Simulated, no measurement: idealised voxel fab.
The name of this process module is voxel released beams.
This is section cut - it's 240 nm across, gridded in 5 nm square cells.
Each cross-section below is a grid of square cells, stated as bands in top-down order, with one or more rows of cells making up each band. Basically the band line says how high the top is and how high the bottom is, in nm, and then what's in it from left to right, every material with its width in nm. Empty space shows up as "empty", and if a single material carries "all across" it runs the full band edge to edge. Where do heights start? At 0: under that level the wafer as delivered is made of one material only. And the lowest band has no floor; it just carries on downward, as in "0 down". Quick explanation for "30..40": the width changes in equal steps down the rows of cells, from the first number in the band's top row to the second number in its bottom row. "nothing altered" for a step: no cell of the cross-section changed in that step. If an empty space has no open way to the top and is at least 8 cells in size, "Internal closed voids" lists it, written width x height at distance, where distance is measured from the left edge and every value is in nm. Post-settings text on a step line: simulator's own remark regarding the step. A step line may carry the setting "overlay nm", which, for steps involving a mask, states the distance by which the mask lay to the right of its intended position; negative values denote displacement to the left.

### Listed below are the process steps as planned
1. RECEIVE [material Si]
2. CONFORMAL_DEP [material SiN] [thk nm 5]
3. DIRECTIONAL_DEP [material SiO2] [thk nm 20]
4. DIRECTIONAL_DEP [material aC] [thk nm 10]
5. PATTERN [tone open] [mask id ANCHOR] [material resist] [width nm 40] [thk nm 25] [overlay nm 0]
6. DIRECTIONAL_ETCH [etch materials aC] [depth nm 10]
7. STRIP [etch materials resist]
8. DIRECTIONAL_ETCH [etch materials SiO2] [depth nm 20]
9. STRIP [etch materials aC]
10. CONFORMAL_DEP [material polySi] [thk nm 15]
11. DIRECTIONAL_DEP [material aC] [thk nm 10]
12. PATTERN [tone cover] [mask id BEAM] [material resist] [width nm 90] [thk nm 30] [overlay nm 0]
13. DIRECTIONAL_ETCH [etch materials aC] [depth nm 10]
14. STRIP [etch materials resist]
15. DIRECTIONAL_ETCH [etch materials polySi] [depth nm 15]
16. STRIP [etch materials aC]
17. STRIP [etch materials SiO2]

### First of two wafers, with the run carried out as planned

### Cross-section of the wafer at receipt, which is the condition after step 1
  0 down | Si all across
  Internal closed voids: none

### Upon completion of step 2, the wafer appears in cross-section as shown
  5 to 0 | SiN all across
  All layers under 0 are left as they were.

### Upon completion of step 3, the wafer appears in cross-section as shown
  25 to 5 | SiO2 all across
  All layers under 5 are left as they were.

### Upon completion of step 4, the wafer appears in cross-section as shown
  35 to 25 | aC all across
  All layers under 25 are left as they were.

### Upon completion of step 5, the wafer appears in cross-section as shown
  60 to 35 | resist 75 nm, then empty 40 nm, then resist 125 nm
  All layers under 35 are left as they were.

### Upon completion of step 6, the wafer appears in cross-section as shown
  50 to 35 | resist 75 nm, then empty 40 nm, then resist 125 nm
  35 to 25 | aC 75 nm, then empty 40 nm, then aC 125 nm
  All layers under 25 are left as they were.

### Upon completion of step 7, the wafer appears in cross-section as shown
  35 to 25 | aC 75 nm, then empty 40 nm, then aC 125 nm
  All layers under 25 are left as they were.

### Upon completion of step 8, the wafer appears in cross-section as shown
  35 to 25 | aC 75 nm, then empty 40 nm, then aC 125 nm
  25 to 5 | SiO2 75 nm, then empty 40 nm, then SiO2 125 nm
  All layers under 5 are left as they were.

### Upon completion of step 9, the wafer appears in cross-section as shown
  25 to 5 | SiO2 75 nm, then empty 40 nm, then SiO2 125 nm
  All layers under 5 are left as they were.

### Upon completion of step 10, the wafer appears in cross-section as shown
  40 to 25 | polySi 90 nm, then empty 10 nm, then polySi 140 nm
  25 to 20 | SiO2 75 nm, then polySi 15 nm, then empty 10 nm, then polySi 15 nm, then SiO2 125 nm
  20 to 5 | SiO2 75 nm, then polySi 40 nm, then SiO2 125 nm
  All layers under 5 are left as they were.

### Upon completion of step 11, the wafer appears in cross-section as shown
  50 to 40 | aC 90 nm, then empty 10 nm, then aC 140 nm
  40 to 30 | polySi 90 nm, then empty 10 nm, then polySi 140 nm
  30 to 25 | polySi 90 nm, then aC 10 nm, then polySi 140 nm
  25 to 20 | SiO2 75 nm, then polySi 15 nm, then aC 10 nm, then polySi 15 nm, then SiO2 125 nm
  All layers under 20 are left as they were.

### Upon completion of step 12, the wafer appears in cross-section as shown
  80 to 50 | empty 70 nm, then resist 90 nm, then empty 80 nm
  50 to 40 | aC 90 nm, then resist 10 nm, then aC 140 nm
  40 to 30 | polySi 90 nm, then resist 10 nm, then polySi 140 nm
  All layers under 30 are left as they were.

### Upon completion of step 13, the wafer appears in cross-section as shown
  70 to 50 | empty 70 nm, then resist 90 nm, then empty 80 nm
  50 to 40 | empty 70 nm, then aC 20 nm, then resist 10 nm, then aC 60 nm, then empty 80 nm
  All layers under 40 are left as they were.

### Upon completion of step 14, the wafer appears in cross-section as shown
  50 to 40 | empty 70 nm, then aC 20 nm, then empty 10 nm, then aC 60 nm, then empty 80 nm
  40 to 30 | polySi 90 nm, then empty 10 nm, then polySi 140 nm
  All layers under 30 are left as they were.

### Upon completion of step 15, the wafer appears in cross-section as shown
  50 to 40 | empty 70 nm, then aC 20 nm, then empty 10 nm, then aC 60 nm, then empty 80 nm
  40 to 30 | empty 70 nm, then polySi 20 nm, then empty 10 nm, then polySi 60 nm, then empty 80 nm
  30 to 25 | empty 70 nm, then polySi 20 nm, then aC 10 nm, then polySi 60 nm, then empty 80 nm
  All layers under 25 are left as they were.

### Upon completion of step 16, the wafer appears in cross-section as shown
  40 to 25 | empty 70 nm, then polySi 20 nm, then empty 10 nm, then polySi 60 nm, then empty 80 nm
  25 to 20 | SiO2 75 nm, then polySi 15 nm, then empty 10 nm, then polySi 15 nm, then SiO2 125 nm
  All layers under 20 are left as they were.

### Upon completion of step 17, the wafer appears in cross-section as shown
  40 to 25 | empty 70 nm, then polySi 20 nm, then empty 10 nm, then polySi 60 nm, then empty 80 nm
  25 to 20 | empty 75 nm, then polySi 15 nm, then empty 10 nm, then polySi 15 nm, then empty 125 nm
  20 to 5 | empty 75 nm, then polySi 40 nm, then empty 125 nm
  All layers under 5 are left as they were.

### Wafer two. Same start, same plan, one slip in execution. Same as wafer one through step 9, inclusive

### Planned end of step 10: second wafer, cross-section
  55 to 25 | polySi all across
  25 to 5 | SiO2 75 nm, then polySi 40 nm, then SiO2 125 nm
  All layers under 5 are left as they were.

### Planned end of step 11: second wafer, cross-section
  65 to 55 | aC all across
  All layers under 55 are left as they were.

### Planned end of step 12: second wafer, cross-section
  95 to 65 | empty 70 nm, then resist 90 nm, then empty 80 nm
  All layers under 65 are left as they were.

### Planned end of step 13: second wafer, cross-section
  85 to 65 | empty 70 nm, then resist 90 nm, then empty 80 nm
  65 to 55 | empty 70 nm, then aC 90 nm, then empty 80 nm
  All layers under 55 are left as they were.

### Planned end of step 14: second wafer, cross-section
  65 to 55 | empty 70 nm, then aC 90 nm, then empty 80 nm
  All layers under 55 are left as they were.

### Planned end of step 15: second wafer, cross-section
  65 to 55 | empty 70 nm, then aC 90 nm, then empty 80 nm
  55 to 40 | empty 70 nm, then polySi 90 nm, then empty 80 nm
  All layers under 40 are left as they were.

### Planned end of step 16: second wafer, cross-section
  55 to 40 | empty 70 nm, then polySi 90 nm, then empty 80 nm
  All layers under 40 are left as they were.

Planned end of step 17: second wafer, cross-section: nothing altered
What was the processing mistake? plan step 10 was twice executed
Final tally in cells, some materials are higher or lower on the second wafer than on the first: +160 SiO2; +152 polySi
